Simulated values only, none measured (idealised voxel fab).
Proc. module: voxel released beams
Section shown: cut. Width: 190 nm. Cell size: 5 nm, square.
Each cross-section below is a grid of square cells, stated as bands in top-down order, with one or more rows of cells making up each band.
This entry defines a band. It first specifies the height of the band's top and the height of its bottom in nm, and then specifies the band's materials from left to right, stating each material with its width in nm. The word "all across" identifies a single material that fills the band from edge to edge, while the word "air" identifies empty space.
Measure heights from 0. That's the level where, below it, the as-received wafer is all one material. The lowest band is bottomless and extends downward; write it as in "from 0 down".
Top row gets the first number, bottom row gets the second, and each row in between changes by the same step: that is how a band width like "30 to 40" works.
For the purposes of this document, the phrase "no change occurred" attached to a step denotes that no cell within the cross-section was modified by that step.
Entry "Encapsulated voids" = empty spaces >= 8 cells with no open way to the top; each as width x height at distance, distance from left edge, all nm.
Formally, on a step line, whatever follows the settings is a remark that the simulator itself makes on the step.
overlay nm: step with mask; distance mask lay right of planned place; negative value = left of planned place.

PROCESS STEPS (PLANNED)
1) RECEIVE | material Si
2) CONFORMAL_DEP | material Al2O3 | thk nm 5
3) DIRECTIONAL_DEP | material SiO2 | thk nm 20
4) MASKED_ETCH | tone open | mask id ANCHOR | width nm 35 | etch materials SiO2 | depth nm 20 | overlay nm 0
5) CONFORMAL_DEP | material W | thk nm 15
6) MASKED_ETCH | tone cover | mask id BEAM | width nm 90 | etch materials W | depth nm 15 | overlay nm 0
7) STRIP | etch materials SiO2

AS-RECEIVED WAFER CROSS-SECTION (AFTER STEP 1)
- from 0 down = Si all across
- Encapsulated voids: none

WHAT THE WAFER LOOKS LIKE IN CROSS-SECTION AFTER THIS MODULE, WHEN IT STARTS AS SHOWN ABOVE AND FOLLOWS THE PLAN ABOVE BUT ONE MISTAKE IS MADE IN RUNNING IT
- from 40 to 25 = 45 of air | 20 of W | 5 of air | 65 of W | 55 of air
- from 25 to 20 = 50 of air | 15 of W | 5 of air | 15 of W | 105 of air
- from 20 to 5 = 50 of air | 35 of W | 105 of air
- from 5 to 0 = W all across
- from 0 down = Si all across
- Encapsulated voids: none
Heads up, the wafer didn't run the way we planned it: step 2: run off-plan, actual operation and settings CONFORMAL_DEP | material W | thk nm 5
